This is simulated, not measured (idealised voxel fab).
Process module name: voxel wiring stack
Shown is cross-section cut, with a width of 140 nm and square cells of size 5 nm.
For the purposes of this document, a cross-section shall be understood as a grid of square cells, specified as bands listed in top-to-bottom order, each band consisting of one or more rows of cells.
Within each band entry, the heights of the top and of the bottom of the band appear first, in that order and in nm; the materials of the band then follow from left to right, each with its corresponding width in nm. The designation "throughout" on a single material indicates that it fills the band from edge to edge; the designation "blank" indicates empty space.
Height is counted from the level 0, under which the received wafer is composed throughout of one material. The lowest of the bands is not closed at the bottom but continues downward, in the notation "from 0 down".
The two numbers in a width such as "30->40" mark its ends across the band: the first belongs to the top row of cells, the second to the bottom row, and from each row to the next the width moves by the same amount.
A step reported as "same as before" is a step in which no cell of the cross-section changed.
Closed-off voids of 8+ cells (no open route to the top) go in "Enclosed void listing", written width x height at distance from the left edge, in nm.
Whatever follows a step's settings on its line is a remark the simulator itself makes about that step.
Among the settings permitted on a step's line is "overlay nm"; applied to a step with a mask, it specifies the extent to which the mask lay to the right of its planned position, whereas a negative figure signifies a position to the left.

**Below is the list of planned process steps**
step 1: RECEIVE (material Si)
step 2: CONFORMAL_DEP (material SiO2; thk nm 10)
step 3: DIRECTIONAL_DEP (material TiN; thk nm 5)
step 4: DIRECTIONAL_DEP (material W; thk nm 25)
step 5: MASKED_ETCH (tone cover; mask id METAL_1; width nm 25; pitch nm 45; etch materials W; depth nm 25; overlay nm 0)
step 6: MASKED_ETCH (tone cover; mask id METAL_1; width nm 25; pitch nm 45; etch materials TiN; depth nm 5; overlay nm 0)
step 7: FILL_DEP (material SiO2; thk nm 5)
step 8: CMP (height nm 40)
step 9: CONFORMAL_DEP (material SiCN; thk nm 5)
step 10: DIRECTIONAL_DEP (material SiO2; thk nm 30)
step 11: PATTERN (tone open; mask id METAL_2_HOLES; material resist; width nm 15; pitch nm 45; thk nm 20; overlay nm 0)
step 12: DIRECTIONAL_ETCH (etch materials SiO2; depth nm 30)
step 13: STRIP (etch materials resist)
step 14: MASKED_ETCH (tone open; mask id METAL_2; width nm 25; pitch nm 45; etch materials SiO2; depth nm 20; overlay nm 0)
step 15: MASKED_ETCH (tone open; mask id METAL_2; width nm 25; pitch nm 45; etch materials SiCN; depth nm 5; overlay nm 0)
step 16: CONFORMAL_DEP (material TiN; thk nm 5)
step 17: FILL_DEP (material Cu; thk nm 10)
step 18: CMP (height nm 75)
step 19: CONFORMAL_DEP (material SiCN; thk nm 5)
step 20: DIRECTIONAL_DEP (material lowk; thk nm 10)
step 21: MASKED_ETCH (tone open; mask id PLUG_2; width nm 15; pitch nm 45; etch materials lowk; depth nm 10; overlay nm 0)
step 22: MASKED_ETCH (tone open; mask id PLUG_2; width nm 15; pitch nm 45; etch materials SiCN; depth nm 5; overlay nm 0)
step 23: EPI (material Ru; thk nm 10)
step 24: EPI (material Ru; thk nm 5)
step 25: DIRECTIONAL_DEP (material TiN; thk nm 5)
step 26: DIRECTIONAL_DEP (material W; thk nm 15)
step 27: DIRECTIONAL_DEP (material aC; thk nm 15)
step 28: PATTERN (tone cover; mask id METAL_3; material resist; width nm 25; pitch nm 45; thk nm 30; overlay nm 0)
step 29: DIRECTIONAL_ETCH (etch materials aC; depth nm 15)
step 30: STRIP (etch materials resist)
step 31: DIRECTIONAL_ETCH (etch materials W; depth nm 15)
step 32: DIRECTIONAL_ETCH (etch materials TiN; depth nm 5)
step 33: STRIP (etch materials aC)
step 34: CONFORMAL_DEP (material SiN; thk nm 5)
step 35: FILL_DEP (material SiO2; thk nm 5)
step 36: CMP (height nm 110)
step 37: CONFORMAL_DEP (material SiCN; thk nm 5)

**What follows covers the first of two wafers; it ran as planned**

**Cross-section of the wafer as it came to us, i.e., already through step 1**
> from 0 down = Si throughout
> Enclosed void listing: none

**After step 2, in cross-section**
> from 10 to 0 = SiO2 throughout
> Under the height 0 nothing was changed.

**After step 3, in cross-section**
> from 15 to 10 = TiN throughout
> Under the height 10 nothing was changed.

**After step 4, in cross-section**
> from 40 to 15 = W throughout
> Under the height 15 nothing was changed.

**After step 5, in cross-section**
> from 40 to 15 = 35 of blank, 25 of W, 20 of blank, 25 of W, 35 of blank
> Under the height 15 nothing was changed.

**After step 6, in cross-section**
> from 40 to 15 = 35 of blank, 25 of W, 20 of blank, 25 of W, 35 of blank
> from 15 to 10 = 35 of blank, 25 of TiN, 20 of blank, 25 of TiN, 35 of blank
> Under the height 10 nothing was changed.

**After step 7, in cross-section**
> from 45 to 40 = SiO2 throughout
> from 40 to 15 = 35 of SiO2, 25 of W, 20 of SiO2, 25 of W, 35 of SiO2
> from 15 to 10 = 35 of SiO2, 25 of TiN, 20 of SiO2, 25 of TiN, 35 of SiO2
> Under the height 10 nothing was changed.

**After step 8, in cross-section**
> from 40 to 15 = 35 of SiO2, 25 of W, 20 of SiO2, 25 of W, 35 of SiO2
> Under the height 15 nothing was changed.

**After step 9, in cross-section**
> from 45 to 40 = SiCN throughout
> Under the height 40 nothing was changed.

**After step 10, in cross-section**
> from 75 to 45 = SiO2 throughout
> Under the height 45 nothing was changed.

**After step 11, in cross-section**
> from 95 to 75 = 35 of resist, 15 of blank, 30 of resist, 15 of blank, 45 of resist
> Under the height 75 nothing was changed.

**After step 12, in cross-section**
> from 95 to 75 = 35 of resist, 15 of blank, 30 of resist, 15 of blank, 45 of resist
> from 75 to 45 = 35 of SiO2, 15 of blank, 30 of SiO2, 15 of blank, 45 of SiO2
> Under the height 45 nothing was changed.

**After step 13, in cross-section**
> from 75 to 45 = 35 of SiO2, 15 of blank, 30 of SiO2, 15 of blank, 45 of SiO2
> Under the height 45 nothing was changed.

**After step 14, in cross-section**
> from 75 to 55 = 35 of SiO2, 25 of blank, 20 of SiO2, 25 of blank, 35 of SiO2
> Under the height 55 nothing was changed.

**After step 15, in cross-section**
> from 75 to 55 = 35 of SiO2, 25 of blank, 20 of SiO2, 25 of blank, 35 of SiO2
> from 55 to 45 = 35 of SiO2, 15 of blank, 30 of SiO2, 15 of blank, 45 of SiO2
> from 45 to 40 = 35 of SiCN, 15 of blank, 30 of SiCN, 15 of blank, 45 of SiCN
> Under the height 40 nothing was changed.

**After step 16, in cross-section**
> from 80 to 75 = 40 of TiN, 15 of blank, 30 of TiN, 15 of blank, 40 of TiN
> from 75 to 60 = 35 of SiO2, 5 of TiN, 15 of blank, 5 of TiN, 20 of SiO2, 5 of TiN, 15 of blank, 5 of TiN, 35 of SiO2
> from 60 to 55 = 35 of SiO2, 5 of TiN, 5 of blank, 15 of TiN, 20 of SiO2, 5 of TiN, 5 of blank, 15 of TiN, 35 of SiO2
> from 55 to 45 = 35 of SiO2, 5 of TiN, 5 of blank, 5 of TiN, 30 of SiO2, 5 of TiN, 5 of blank, 5 of TiN, 45 of SiO2
> from 45 to 40 = 35 of SiCN, 15 of TiN, 30 of SiCN, 15 of TiN, 45 of SiCN
> Under the height 40 nothing was changed.

**After step 17, in cross-section**
> from 90 to 80 = Cu throughout
> from 80 to 75 = 40 of TiN, 15 of Cu, 30 of TiN, 15 of Cu, 40 of TiN
> from 75 to 60 = 35 of SiO2, 5 of TiN, 15 of Cu, 5 of TiN, 20 of SiO2, 5 of TiN, 15 of Cu, 5 of TiN, 35 of SiO2
> from 60 to 55 = 35 of SiO2, 5 of TiN, 5 of Cu, 15 of TiN, 20 of SiO2, 5 of TiN, 5 of Cu, 15 of TiN, 35 of SiO2
> from 55 to 45 = 35 of SiO2, 5 of TiN, 5 of Cu, 5 of TiN, 30 of SiO2, 5 of TiN, 5 of Cu, 5 of TiN, 45 of SiO2
> Under the height 45 nothing was changed.

**After step 18, in cross-section**
> from 75 to 60 = 35 of SiO2, 5 of TiN, 15 of Cu, 5 of TiN, 20 of SiO2, 5 of TiN, 15 of Cu, 5 of TiN, 35 of SiO2
> Under the height 60 nothing was changed.

**After step 19, in cross-section**
> from 80 to 75 = SiCN throughout
> Under the height 75 nothing was changed.

**After step 20, in cross-section**
> from 90 to 80 = lowk throughout
> Under the height 80 nothing was changed.

**After step 21, in cross-section**
> from 90 to 80 = 35 of lowk, 15 of blank, 30 of lowk, 15 of blank, 45 of lowk
> Under the height 80 nothing was changed.

**After step 22, in cross-section**
> from 90 to 80 = 35 of lowk, 15 of blank, 30 of lowk, 15 of blank, 45 of lowk
> from 80 to 75 = 35 of SiCN, 15 of blank, 30 of SiCN, 15 of blank, 45 of SiCN
> Under the height 75 nothing was changed.

**After step 23, in cross-section**
> from 90 to 85 = 35 of lowk, 15 of blank, 30 of lowk, 15 of blank, 45 of lowk
> from 85 to 80 = 35 of lowk, 15 of Ru, 30 of lowk, 15 of Ru, 45 of lowk
> from 80 to 75 = 35 of SiCN, 15 of Ru, 30 of SiCN, 15 of Ru, 45 of SiCN
> Under the height 75 nothing was changed.

**After step 24, in cross-section**
> from 90 to 80 = 35 of lowk, 15 of Ru, 30 of lowk, 15 of Ru, 45 of lowk
> Under the height 80 nothing was changed.

**After step 25, in cross-section**
> from 95 to 90 = TiN throughout
> Under the height 90 nothing was changed.

**After step 26, in cross-section**
> from 110 to 95 = W throughout
> Under the height 95 nothing was changed.

**After step 27, in cross-section**
> from 125 to 110 = aC throughout
> Under the height 110 nothing was changed.

**After step 28, in cross-section**
> from 155 to 125 = 35 of blank, 25 of resist, 20 of blank, 25 of resist, 35 of blank
> Under the height 125 nothing was changed.

**After step 29, in cross-section**
> from 140 to 125 = 35 of blank, 25 of resist, 20 of blank, 25 of resist, 35 of blank
> from 125 to 110 = 35 of blank, 25 of aC, 20 of blank, 25 of aC, 35 of blank
> Under the height 110 nothing was changed.

**After step 30, in cross-section**
> from 125 to 110 = 35 of blank, 25 of aC, 20 of blank, 25 of aC, 35 of blank
> Under the height 110 nothing was changed.

**After step 31, in cross-section**
> from 125 to 110 = 35 of blank, 25 of aC, 20 of blank, 25 of aC, 35 of blank
> from 110 to 95 = 35 of blank, 25 of W, 20 of blank, 25 of W, 35 of blank
> Under the height 95 nothing was changed.

**After step 32, in cross-section**
> from 125 to 110 = 35 of blank, 25 of aC, 20 of blank, 25 of aC, 35 of blank
> from 110 to 95 = 35 of blank, 25 of W, 20 of blank, 25 of W, 35 of blank
> from 95 to 90 = 35 of blank, 25 of TiN, 20 of blank, 25 of TiN, 35 of blank
> Under the height 90 nothing was changed.

**After step 33, in cross-section**
> from 110 to 95 = 35 of blank, 25 of W, 20 of blank, 25 of W, 35 of blank
> Under the height 95 nothing was changed.

**After step 34, in cross-section**
> from 115 to 110 = 30 of blank, 35 of SiN, 10 of blank, 35 of SiN, 30 of blank
> from 110 to 95 = 30 of blank, 5 of SiN, 25 of W, 5 of SiN, 10 of blank, 5 of SiN, 25 of W, 5 of SiN, 30 of blank
> from 95 to 90 = 35 of SiN, 25 of TiN, 20 of SiN, 25 of TiN, 35 of SiN
> Under the height 90 nothing was changed.

**After step 35, in cross-section**
> from 120 to 115 = SiO2 throughout
> from 115 to 110 = 30 of SiO2, 35 of SiN, 10 of SiO2, 35 of SiN, 30 of SiO2
> from 110 to 95 = 30 of SiO2, 5 of SiN, 25 of W, 5 of SiN, 10 of SiO2, 5 of SiN, 25 of W, 5 of SiN, 30 of SiO2
> Under the height 95 nothing was changed.

**After step 36, in cross-section**
> from 110 to 95 = 30 of SiO2, 5 of SiN, 25 of W, 5 of SiN, 10 of SiO2, 5 of SiN, 25 of W, 5 of SiN, 30 of SiO2
> Under the height 95 nothing was changed.

**After step 37, in cross-section**
> from 115 to 110 = SiCN throughout
> Under the height 110 nothing was changed.

**The second wafer: identical to the first at the outset and in its planned sequence, differing only in that one mistake was made during processing; up to and including step 21, its path is the first wafer's path**

**Second wafer, cross-section, planned end of step 22**
> from 90 to 80 = 35 of lowk, 15 of blank, 30 of lowk, 15 of blank, 45 of lowk
> from 80 to 75 = 45 of SiCN, 5 of blank, 40 of SiCN, 5 of blank, 45 of SiCN
> Under the height 75 nothing was changed.

**Second wafer, cross-section, planned end of step 23**
> from 90 to 85 = 35 of lowk, 15 of blank, 30 of lowk, 15 of blank, 45 of lowk
> from 85 to 80 = 35 of lowk, 5 of blank, 10 of Ru, 30 of lowk, 5 of blank, 10 of Ru, 45 of lowk
> from 80 to 75 = 45 of SiCN, 5 of Ru, 40 of SiCN, 5 of Ru, 45 of SiCN
> Under the height 75 nothing was changed.

**Second wafer, cross-section, planned end of step 24**
> from 90 to 80 = 35 of lowk, 15 of Ru, 30 of lowk, 15 of Ru, 45 of lowk
> Under the height 80 nothing was changed.

**Second wafer, cross-section, planned end of step 25**
> from 95 to 90 = TiN throughout
> Under the height 90 nothing was changed.

**Second wafer, cross-section, planned end of step 26**
> from 110 to 95 = W throughout
> Under the height 95 nothing was changed.

**Second wafer, cross-section, planned end of step 27**
> from 125 to 110 = aC throughout
> Under the height 110 nothing was changed.

**Second wafer, cross-section, planned end of step 28**
> from 155 to 125 = 35 of blank, 25 of resist, 20 of blank, 25 of resist, 35 of blank
> Under the height 125 nothing was changed.

**Second wafer, cross-section, planned end of step 29**
> from 140 to 125 = 35 of blank, 25 of resist, 20 of blank, 25 of resist, 35 of blank
> from 125 to 110 = 35 of blank, 25 of aC, 20 of blank, 25 of aC, 35 of blank
> Under the height 110 nothing was changed.

**Second wafer, cross-section, planned end of step 30**
> from 125 to 110 = 35 of blank, 25 of aC, 20 of blank, 25 of aC, 35 of blank
> Under the height 110 nothing was changed.

**Second wafer, cross-section, planned end of step 31**
> from 125 to 110 = 35 of blank, 25 of aC, 20 of blank, 25 of aC, 35 of blank
> from 110 to 95 = 35 of blank, 25 of W, 20 of blank, 25 of W, 35 of blank
> Under the height 95 nothing was changed.

**Second wafer, cross-section, planned end of step 32**
> from 125 to 110 = 35 of blank, 25 of aC, 20 of blank, 25 of aC, 35 of blank
> from 110 to 95 = 35 of blank, 25 of W, 20 of blank, 25 of W, 35 of blank
> from 95 to 90 = 35 of blank, 25 of TiN, 20 of blank, 25 of TiN, 35 of blank
> Under the height 90 nothing was changed.

**Second wafer, cross-section, planned end of step 33**
> from 110 to 95 = 35 of blank, 25 of W, 20 of blank, 25 of W, 35 of blank
> Under the height 95 nothing was changed.

**Second wafer, cross-section, planned end of step 34**
> from 115 to 110 = 30 of blank, 35 of SiN, 10 of blank, 35 of SiN, 30 of blank
> from 110 to 95 = 30 of blank, 5 of SiN, 25 of W, 5 of SiN, 10 of blank, 5 of SiN, 25 of W, 5 of SiN, 30 of blank
> from 95 to 90 = 35 of SiN, 25 of TiN, 20 of SiN, 25 of TiN, 35 of SiN
> Under the height 90 nothing was changed.

**Second wafer, cross-section, planned end of step 35**
> from 120 to 115 = SiO2 throughout
> from 115 to 110 = 30 of SiO2, 35 of SiN, 10 of SiO2, 35 of SiN, 30 of SiO2
> from 110 to 95 = 30 of SiO2, 5 of SiN, 25 of W, 5 of SiN, 10 of SiO2, 5 of SiN, 25 of W, 5 of SiN, 30 of SiO2
> Under the height 95 nothing was changed.

**Second wafer, cross-section, planned end of step 36**
> from 110 to 95 = 30 of SiO2, 5 of SiN, 25 of W, 5 of SiN, 10 of SiO2, 5 of SiN, 25 of W, 5 of SiN, 30 of SiO2
> Under the height 95 nothing was changed.

**Second wafer, cross-section, planned end of step 37**
> from 115 to 110 = SiCN throughout
> Under the height 110 nothing was changed.
Error vs. plan: so step 22 ended up running with a different setting than we planned, it ran as MASKED_ETCH (tone open; mask id PLUG_2; width nm 15; pitch nm 45; etch materials SiCN; depth nm 5; overlay nm 10)
Wrapping up, a cell-based count of both wafers puts the second over or under the first for these materials: Ru: 4 fewer; SiCN: 4 more
